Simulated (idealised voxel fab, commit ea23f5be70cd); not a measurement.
Documented hereafter: the process module known as voxel spacer lines.
The cross-section on display is named cut; it measures 240 nm wide, and its cells are 5 nm squares.
We lay out every cross-section as a grid of square cells and spell it out in bands from the top down, where one band means one or more rows of cells.
A band entry consists of two parts. The first gives the height of the band's top and the height of its bottom, in nm. The rest lists the band's materials from left to right, each with its width in nm. A single material labelled with the word "all across" fills the band from edge to edge, and the word "blank" marks empty space.
All heights in this document are referenced to 0, defined as the level beneath which the wafer, as received, consists entirely of one material. The lowest band is not bounded below; it extends indefinitely downward and is written in the form "z 0 and below".
The expression "30->40" gives the width at the extremes of the band, the first number at its top row of cells and the second at its bottom row, with the width changing by equal amounts from each row to the next in between.
Where a step carries "no change occurred", the cross-section came out of it unchanged, cell for cell.
Empty spaces counting at least 8 cells and having no open way to the top are listed in "Cavities, closed". The notation width x height at distance is used for each, the distance being from the left edge and all three values in nm.
That trailing text on a step's line, after the settings, is the simulator's own remark on the step.
overlay nm: for a step with a mask, the amount by which the mask lay right of where it was planned; a negative amount means left of it.
**Steps in the process plan**
1. RECEIVE [material Si]
2. CONFORMAL_DEP [material Al2O3] [thk nm 10]
3. DIRECTIONAL_DEP [material polySi] [thk nm 20]
4. DIRECTIONAL_DEP [material aC] [thk nm 30]
5. PATTERN [tone cover] [mask id MANDREL] [material resist] [width nm 20] [pitch nm 60] [thk nm 40] [overlay nm 0]
6. DIRECTIONAL_ETCH [etch materials aC] [depth nm 30]
7. STRIP [etch materials resist]
8. CONFORMAL_DEP [material SiO2] [thk nm 10]
9. DIRECTIONAL_ETCH [etch materials SiO2] [depth nm 10]
10. STRIP [etch materials aC]
11. DIRECTIONAL_ETCH [etch materials polySi] [depth nm 20]
12. STRIP [etch materials SiO2]
**First wafer, two in total, run as planned**
**Cross-section, incoming material, after step 1**
z 0 and below = Si all across
Cavities, closed: none
**After step 2: wafer cross-section**
z 10 to 0 = Al2O3 all across
Heights below 0 show no change.
**After step 3: wafer cross-section**
z 30 to 10 = polySi all across
Heights below 10 show no change.
**After step 4: wafer cross-section**
z 60 to 30 = aC all across
Heights below 30 show no change.
**After step 5: wafer cross-section**
z 100 to 60 = 50 nm blank; 20 nm resist; 40 nm blank; 20 nm resist; 40 nm blank; 20 nm resist; 50 nm blank
Heights below 60 show no change.
**After step 6: wafer cross-section**
z 70 to 60 = 50 nm blank; 20 nm resist; 40 nm blank; 20 nm resist; 40 nm blank; 20 nm resist; 50 nm blank
z 60 to 30 = 50 nm blank; 20 nm aC; 40 nm blank; 20 nm aC; 40 nm blank; 20 nm aC; 50 nm blank
Heights below 30 show no change.
**After step 7: wafer cross-section**
z 60 to 30 = 50 nm blank; 20 nm aC; 40 nm blank; 20 nm aC; 40 nm blank; 20 nm aC; 50 nm blank
Heights below 30 show no change.
**After step 8: wafer cross-section**
z 70 to 60 = 40 nm blank; 40 nm SiO2; 20 nm blank; 40 nm SiO2; 20 nm blank; 40 nm SiO2; 40 nm blank
z 60 to 40 = 40 nm blank; 10 nm SiO2; 20 nm aC; 10 nm SiO2; 20 nm blank; 10 nm SiO2; 20 nm aC; 10 nm SiO2; 20 nm blank; 10 nm SiO2; 20 nm aC; 10 nm SiO2; 40 nm blank
z 40 to 30 = 50 nm SiO2; 20 nm aC; 40 nm SiO2; 20 nm aC; 40 nm SiO2; 20 nm aC; 50 nm SiO2
Heights below 30 show no change.
**After step 9: wafer cross-section**
z 60 to 30 = 40 nm blank; 10 nm SiO2; 20 nm aC; 10 nm SiO2; 20 nm blank; 10 nm SiO2; 20 nm aC; 10 nm SiO2; 20 nm blank; 10 nm SiO2; 20 nm aC; 10 nm SiO2; 40 nm blank
Heights below 30 show no change.
**After step 10: wafer cross-section**
z 60 to 30 = 40 nm blank; 10 nm SiO2; 20 nm blank; 10 nm SiO2; 20 nm blank; 10 nm SiO2; 20 nm blank; 10 nm SiO2; 20 nm blank; 10 nm SiO2; 20 nm blank; 10 nm SiO2; 40 nm blank
Heights below 30 show no change.
**After step 11: wafer cross-section**
z 60 to 30 = 40 nm blank; 10 nm SiO2; 20 nm blank; 10 nm SiO2; 20 nm blank; 10 nm SiO2; 20 nm blank; 10 nm SiO2; 20 nm blank; 10 nm SiO2; 20 nm blank; 10 nm SiO2; 40 nm blank
z 30 to 10 = 40 nm blank; 10 nm polySi; 20 nm blank; 10 nm polySi; 20 nm blank; 10 nm polySi; 20 nm blank; 10 nm polySi; 20 nm blank; 10 nm polySi; 20 nm blank; 10 nm polySi; 40 nm blank
Heights below 10 show no change.
**After step 12: wafer cross-section**
z 30 to 10 = 40 nm blank; 10 nm polySi; 20 nm blank; 10 nm polySi; 20 nm blank; 10 nm polySi; 20 nm blank; 10 nm polySi; 20 nm blank; 10 nm polySi; 20 nm blank; 10 nm polySi; 40 nm blank
Heights below 10 show no change.
**Notes, second wafer: start = first wafer's, plan = first wafer's, execution had one mistake; history identical to first through step 1**
Planned end of step 2: second wafer, cross-section: no change occurred
**Planned end of step 3: second wafer, cross-section**
z 20 to 0 = polySi all across
Heights below 0 show no change.
**Planned end of step 4: second wafer, cross-section**
z 50 to 20 = aC all across
Heights below 20 show no change.
**Planned end of step 5: second wafer, cross-section**
z 90 to 50 = 50 nm blank; 20 nm resist; 40 nm blank; 20 nm resist; 40 nm blank; 20 nm resist; 50 nm blank
Heights below 50 show no change.
**Planned end of step 6: second wafer, cross-section**
z 60 to 50 = 50 nm blank; 20 nm resist; 40 nm blank; 20 nm resist; 40 nm blank; 20 nm resist; 50 nm blank
z 50 to 20 = 50 nm blank; 20 nm aC; 40 nm blank; 20 nm aC; 40 nm blank; 20 nm aC; 50 nm blank
Heights below 20 show no change.
**Planned end of step 7: second wafer, cross-section**
z 50 to 20 = 50 nm blank; 20 nm aC; 40 nm blank; 20 nm aC; 40 nm blank; 20 nm aC; 50 nm blank
Heights below 20 show no change.
**Planned end of step 8: second wafer, cross-section**
z 60 to 50 = 40 nm blank; 40 nm SiO2; 20 nm blank; 40 nm SiO2; 20 nm blank; 40 nm SiO2; 40 nm blank
z 50 to 30 = 40 nm blank; 10 nm SiO2; 20 nm aC; 10 nm SiO2; 20 nm blank; 10 nm SiO2; 20 nm aC; 10 nm SiO2; 20 nm blank; 10 nm SiO2; 20 nm aC; 10 nm SiO2; 40 nm blank
z 30 to 20 = 50 nm SiO2; 20 nm aC; 40 nm SiO2; 20 nm aC; 40 nm SiO2; 20 nm aC; 50 nm SiO2
Heights below 20 show no change.
**Planned end of step 9: second wafer, cross-section**
z 50 to 20 = 40 nm blank; 10 nm SiO2; 20 nm aC; 10 nm SiO2; 20 nm blank; 10 nm SiO2; 20 nm aC; 10 nm SiO2; 20 nm blank; 10 nm SiO2; 20 nm aC; 10 nm SiO2; 40 nm blank
Heights below 20 show no change.
**Planned end of step 10: second wafer, cross-section**
z 50 to 20 = 40 nm blank; 10 nm SiO2; 20 nm blank; 10 nm SiO2; 20 nm blank; 10 nm SiO2; 20 nm blank; 10 nm SiO2; 20 nm blank; 10 nm SiO2; 20 nm blank; 10 nm SiO2; 40 nm blank
Heights below 20 show no change.
**Planned end of step 11: second wafer, cross-section**
z 50 to 20 = 40 nm blank; 10 nm SiO2; 20 nm blank; 10 nm SiO2; 20 nm blank; 10 nm SiO2; 20 nm blank; 10 nm SiO2; 20 nm blank; 10 nm SiO2; 20 nm blank; 10 nm SiO2; 40 nm blank
z 20 to 0 = 40 nm blank; 10 nm polySi; 20 nm blank; 10 nm polySi; 20 nm blank; 10 nm polySi; 20 nm blank; 10 nm polySi; 20 nm blank; 10 nm polySi; 20 nm blank; 10 nm polySi; 40 nm blank
Heights below 0 show no change.
**Planned end of step 12: second wafer, cross-section**
z 20 to 0 = 40 nm blank; 10 nm polySi; 20 nm blank; 10 nm polySi; 20 nm blank; 10 nm polySi; 20 nm blank; 10 nm polySi; 20 nm blank; 10 nm polySi; 20 nm blank; 10 nm polySi; 40 nm blank
Heights below 0 show no change.
It is concluded that the wafer was processed incorrectly with respect to the plan, in that skipped: plan step 2 (never run)
Count the cells at the end and the second wafer has more or fewer of some materials than the first: Al2O3 -96
